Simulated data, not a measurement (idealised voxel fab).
The following is a process module called voxel capacitor over wiring.
The cross-section shown here is cut; it is 265 nm wide and divided into square cells measuring 5 nm on a side.
How to read a cross-section here: the picture is a grid of square cells, written as bands going from the top down, and any band can span one or more rows of cells.
Quick guide to a band line: top height, bottom height (nm) up front; then every material left to right with its width in nm. Only one material and it's marked "edge to edge"? Then it fills the band edge to edge. And "blank" just means empty space.
Beneath 0, the wafer as received is one material, and that level is where height counting begins. The lowest band goes on downward without a bottom; it is written like "z 0 and below".
A two-number width, for instance "30..40", indicates that the width is equal to the first number in the top row of the band and to the second number in the bottom row, and that it changes by a constant amount per row of cells.
Step marked "remains unaltered"? Then no cell in the cross-section changed in it.
This entry, "Unvented cavities", enumerates those empty regions of no fewer than 8 cells that possess no open connection to the top. Each region is reported in the form width x height at distance, the distance being taken from the left edge, with all three quantities expressed in nm.
On a step's line, text after the settings is the simulator commenting on that step.
"overlay nm" on a masked step: distance the mask lay right of its planned place, negative for left.

List of planned process steps:
step 1: RECEIVE | material Si
step 2: CONFORMAL_DEP | material SiO2 | thk nm 15
step 3: CONFORMAL_DEP | material SiCN | thk nm 5
step 4: DIRECTIONAL_DEP | material lowk | thk nm 20
step 5: DIRECTIONAL_DEP | material aC | thk nm 10
step 6: PATTERN | tone open | mask id METAL_1 | material resist | width nm 30 | pitch nm 80 | thk nm 25 | overlay nm 0
step 7: DIRECTIONAL_ETCH | etch materials aC | depth nm 10
step 8: STRIP | etch materials resist
step 9: DIRECTIONAL_ETCH | etch materials lowk | depth nm 20
step 10: DIRECTIONAL_ETCH | etch materials SiCN | depth nm 5
step 11: STRIP | etch materials aC
step 12: CONFORMAL_DEP | material TiN | thk nm 5
step 13: FILL_DEP | material Ru | thk nm 10
step 14: CMP | height nm 40
step 15: EPI | material Ru | thk nm 5
step 16: FILL_DEP | material SiCN | thk nm 5
step 17: DIRECTIONAL_DEP | material SiO2 | thk nm 20
step 18: DIRECTIONAL_DEP | material aC | thk nm 10
step 19: PATTERN | tone open | mask id PLUG_1 | material resist | width nm 15 | thk nm 25 | overlay nm 0
step 20: DIRECTIONAL_ETCH | etch materials aC | depth nm 10
step 21: STRIP | etch materials resist
step 22: DIRECTIONAL_ETCH | etch materials SiO2 | depth nm 20
step 23: DIRECTIONAL_ETCH | etch materials SiCN | depth nm 5
step 24: STRIP | etch materials aC
step 25: CONFORMAL_DEP | material TiN | thk nm 5
step 26: FILL_DEP | material Cu | thk nm 5
step 27: CMP | height nm 70
step 28: DIRECTIONAL_DEP | material TiN | thk nm 5
step 29: DIRECTIONAL_DEP | material SiN | thk nm 5
step 30: DIRECTIONAL_DEP | material TiN | thk nm 5
step 31: DIRECTIONAL_DEP | material aC | thk nm 15
step 32: PATTERN | tone cover | mask id UPPER_PLATE | material resist | width nm 55 | thk nm 30 | overlay nm 0
step 33: DIRECTIONAL_ETCH | etch materials aC | depth nm 15
step 34: STRIP | etch materials resist
step 35: DIRECTIONAL_ETCH | etch materials TiN | depth nm 5
step 36: DIRECTIONAL_ETCH | etch materials SiN | depth nm 5
step 37: STRIP | etch materials aC
step 38: MASKED_ETCH | tone cover | mask id LOWER_PLATE | width nm 65 | etch materials TiN | depth nm 5 | overlay nm 0
step 39: FILL_DEP | material SiO2 | thk nm 15
step 40: CMP | height nm 95
step 41: MASKED_ETCH | tone open | mask id PLUG_2 | width nm 15 | etch materials SiO2 | depth nm 10 | overlay nm 0
step 42: CONFORMAL_DEP | material TiN | thk nm 5
step 43: FILL_DEP | material Cu | thk nm 5
step 44: CMP | height nm 95
step 45: CONFORMAL_DEP | material SiCN | thk nm 5

As-received state of the wafer in cross-section, equivalent to post-step 1:
> z 0 and below: Si edge to edge
> Unvented cavities: none

First wafer at the end, as planned:
> z 100 to 95: SiCN edge to edge
> z 95 to 90: 100 of SiO2  5 of TiN  5 of Cu  5 of TiN  150 of SiO2
> z 90 to 80: 100..90 of SiO2  15..55 of TiN  150..120 of SiO2
> z 80 to 75: 90 of SiO2  55 of SiN  120 of SiO2
> z 75 to 70: 85 of SiO2  65 of TiN  115 of SiO2
> z 70 to 50: 90 of SiO2  5 of TiN  5 of Cu  5 of TiN  160 of SiO2
> z 50 to 45: 90 of SiCN  15 of TiN  160 of SiCN
> z 45 to 40: 70 of SiCN  40 of Ru  40 of SiCN  40 of Ru  75 of SiCN
> z 40 to 20: 75 of lowk  5 of TiN  20 of Ru  5 of TiN  50 of lowk  5 of TiN  20 of Ru  5 of TiN  80 of lowk
> z 20 to 15: 75 of SiCN  30 of TiN  50 of SiCN  30 of TiN  80 of SiCN
> z 15 to 0: SiO2 edge to edge
> z 0 and below: Si edge to edge
> Unvented cavities: none

This cross-section belongs to the second wafer of two at the end of the module; the start and the plan were shared with the first, and the run included one mistake:
> z 100 to 95: SiCN edge to edge
> z 95 to 90: 100 of SiO2  5 of TiN  5 of Cu  5 of TiN  150 of SiO2
> z 90 to 80: 100..90 of SiO2  15..60 of TiN  150..115 of SiO2
> z 80 to 75: 90 of SiO2  60 of SiN  115 of SiO2
> z 75 to 70: 85 of SiO2  65 of TiN  115 of SiO2
> z 70 to 50: 90 of SiO2  5 of TiN  5 of Cu  5 of TiN  160 of SiO2
> z 50 to 45: 90 of SiCN  15 of TiN  160 of SiCN
> z 45 to 40: 70 of SiCN  40 of Ru  40 of SiCN  40 of Ru  75 of SiCN
> z 40 to 20: 75 of lowk  5 of TiN  20 of Ru  5 of TiN  50 of lowk  5 of TiN  20 of Ru  5 of TiN  80 of lowk
> z 20 to 15: 75 of SiCN  30 of TiN  50 of SiCN  30 of TiN  80 of SiCN
> z 15 to 0: SiO2 edge to edge
> z 0 and below: Si edge to edge
> Unvented cavities: none
Heads up, the wafer didn't run the way we planned it: step 32 ran with different settings than intended, the actual operation and settings being PATTERN | tone cover | mask id UPPER_PLATE | material resist | width nm 60 | thk nm 30 | overlay nm 0
The final cell counts differ between the wafers, with the second having more or fewer of some materials than the first: SiN +1, SiO2 -2, TiN +1
